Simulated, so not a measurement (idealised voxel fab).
Proc. module: voxel lift off
For reference, the cross-section in this document is cut, with width 190 nm and square cells of 5 nm.
Cross-section, as written here: a square-cell grid given band by band from the top down, where a band holds one or more rows of cells. Top height, bottom height, nm. Materials left to right, width each, nm. Single material + "throughout" = fills band edge to edge. "empty" = empty. Beneath 0, the wafer as received is one material, and that level is where height counting begins. The lowest band goes on downward without a bottom; it is written like "0 and below". The notation "30 to 40" denotes a width that varies across the rows of cells in the band, beginning at the first number in the top row, finishing at the second number in the bottom row, and changing by an identical amount from each row to the next. Any step labelled "remains unaltered" changed none of the cells in the cross-section. In the "Trapped cavities" entry, you get each enclosed empty space of 8 cells or more, one with no open way to the top, written width x height at distance, distance from the left edge, in nm. Formally, on a step line, whatever follows the settings is a remark that the simulator itself makes on the step. The optional step-line setting "overlay nm" applies to steps with a mask and quantifies how far to the right of its planned location the mask lay, a negative value indicating leftward placement.

PLANNED PROCESS STEPS
- 1: RECEIVE,material Si
- 2: CONFORMAL_DEP,material Al2O3,thk nm 5
- 3: PATTERN,tone open,mask id LINES,material resist,width nm 30,pitch nm 60,thk nm 20,overlay nm 0
- 4: DIRECTIONAL_DEP,material Ru,thk nm 5
- 5: STRIP,etch materials resist
- 6: CONFORMAL_DEP,material SiCN,thk nm 10

THIS IS THE CROSS-SECTION OF THE WAFER AS WE RECEIVED IT, I.E. AFTER STEP 1
  0 and below | Si throughout
  Trapped cavities: none

MODULE COMPLETE, CROSS-SECTION. STARTING POINT AND PLAN PER ABOVE. ONE MISTAKE MADE IN RUNNING THE MODULE
  20 down to 15 | 35 empty / 120 SiCN / 35 empty
  15 down to 10 | SiCN throughout
  10 down to 5 | 45 SiCN / 40 Ru / 20 SiCN / 40 Ru / 45 SiCN
  5 down to 0 | Al2O3 throughout
  0 and below | Si throughout
  Trapped cavities: none
Diagnosis: step 3 changed vs plan, executed as PATTERN,tone open,mask id LINES,material resist,width nm 40,pitch nm 60,thk nm 20,overlay nm 0
